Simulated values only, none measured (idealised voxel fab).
This section sets out a process module, namely voxel wiring stack.
Section cut is 205 nm wide and gridded with 5 nm square cells.
A cross-section is a grid of square cells, given in bands from the top down. A band is one or more rows of cells.
The entry gives the band's vertical extent as a top height and a bottom height in nm, then its horizontal make-up as materials from left to right, each with a width in nm. "blank" stands for empty space; a single material marked "everywhere" fills the band edge to edge.
Heads up on the height convention: 0 is the point under which the incoming wafer is all one material, and the lowest band has no bottom, it just keeps going down, like "from 0 down".
Graded width ("30 to 40"): value in top row of band = first number; value in bottom row = second number; row-to-row change constant.
Step marked "no change"? Then no cell in the cross-section changed in it.
Heads up: "Enclosed cavities" only lists the empty pockets with no open path to the top that are 8 cells or more, and it writes them as width x height at distance, distance from the left edge, in nm.
The remark found on a step's line after its settings is issued by the simulator itself and pertains to that step.
The setting "overlay nm" may be written on the line of a step. When the step uses a mask, the value reports how far to the right of the planned place the mask lay, and a negative value reports that it lay to the left.
## Below is the list of planned process steps
- 1: RECEIVE | material Si
- 2: CONFORMAL_DEP | material SiO2 | thk nm 10
- 3: CONFORMAL_DEP | material SiCN | thk nm 5
- 4: DIRECTIONAL_DEP | material SiO2 | thk nm 25
- 5: PATTERN | tone open | mask id METAL_1 | material resist | width nm 25 | pitch nm 40 | thk nm 20 | overlay nm 0
- 6: DIRECTIONAL_ETCH | etch materials SiO2 | depth nm 25
- 7: DIRECTIONAL_ETCH | etch materials SiCN | depth nm 5
- 8: STRIP | etch materials resist
- 9: CONFORMAL_DEP | material TiN | thk nm 5
- 10: FILL_DEP | material Cu | thk nm 10
- 11: CMP | height nm 40
- 12: CONFORMAL_DEP | material SiCN | thk nm 5
- 13: DIRECTIONAL_DEP | material SiO2 | thk nm 15
- 14: DIRECTIONAL_DEP | material aC | thk nm 15
- 15: PATTERN | tone open | mask id PLUG_1 | material resist | width nm 15 | thk nm 30 | overlay nm 0
- 16: DIRECTIONAL_ETCH | etch materials aC | depth nm 15
- 17: STRIP | etch materials resist
- 18: DIRECTIONAL_ETCH | etch materials SiO2 | depth nm 15
- 19: DIRECTIONAL_ETCH | etch materials SiCN | depth nm 5
- 20: STRIP | etch materials aC
- 21: EPI | material Ru | thk nm 10
- 22: EPI | material Ru | thk nm 10
- 23: DIRECTIONAL_DEP | material TiN | thk nm 5
- 24: DIRECTIONAL_DEP | material Ru | thk nm 15
- 25: DIRECTIONAL_DEP | material aC | thk nm 10
- 26: PATTERN | tone cover | mask id METAL_2 | material resist | width nm 25 | pitch nm 40 | thk nm 25 | overlay nm 0
- 27: DIRECTIONAL_ETCH | etch materials aC | depth nm 10
- 28: STRIP | etch materials resist
- 29: DIRECTIONAL_ETCH | etch materials Ru | depth nm 15
- 30: DIRECTIONAL_ETCH | etch materials TiN | depth nm 5
- 31: STRIP | etch materials aC
- 32: CONFORMAL_DEP | material SiCN | thk nm 5
- 33: FILL_DEP | material SiO2 | thk nm 10
- 34: CMP | height nm 80
- 35: CONFORMAL_DEP | material SiN | thk nm 5
## The cross-section here shows the wafer as received, i.e. in its state after step 1
* from 0 down = Si everywhere
* Enclosed cavities: none
## Wafer cross-section at end of module: start and plan as shown above, one execution error
* from 85 to 80 = SiN everywhere
* from 80 to 65 = SiO2: 65 | SiCN: 5 | Ru: 25 | SiCN: 5 | SiO2: 5 | SiCN: 5 | Ru: 25 | SiCN: 5 | SiO2: 65
* from 65 to 60 = SiCN: 70 | TiN: 25 | SiCN: 15 | TiN: 25 | SiCN: 70
* from 60 to 45 = SiO2: 70 | Ru: 15 | SiO2: 120
* from 45 to 40 = SiCN: 70 | Ru: 15 | SiCN: 120
* from 40 to 15 = SiO2: 65 | TiN: 5 | Cu: 15 | TiN: 5 | SiO2: 15 | TiN: 5 | Cu: 15 | TiN: 5 | SiO2: 75
* from 15 to 10 = SiCN: 65 | TiN: 25 | SiCN: 15 | TiN: 25 | SiCN: 75
* from 10 to 0 = SiO2 everywhere
* from 0 down = Si everywhere
* Enclosed cavities: none
The plan and the run diverged here: step 5: run off-plan, actual operation and settings PATTERN | tone open | mask id METAL_1 | material resist | width nm 25 | pitch nm 40 | thk nm 20 | overlay nm -5
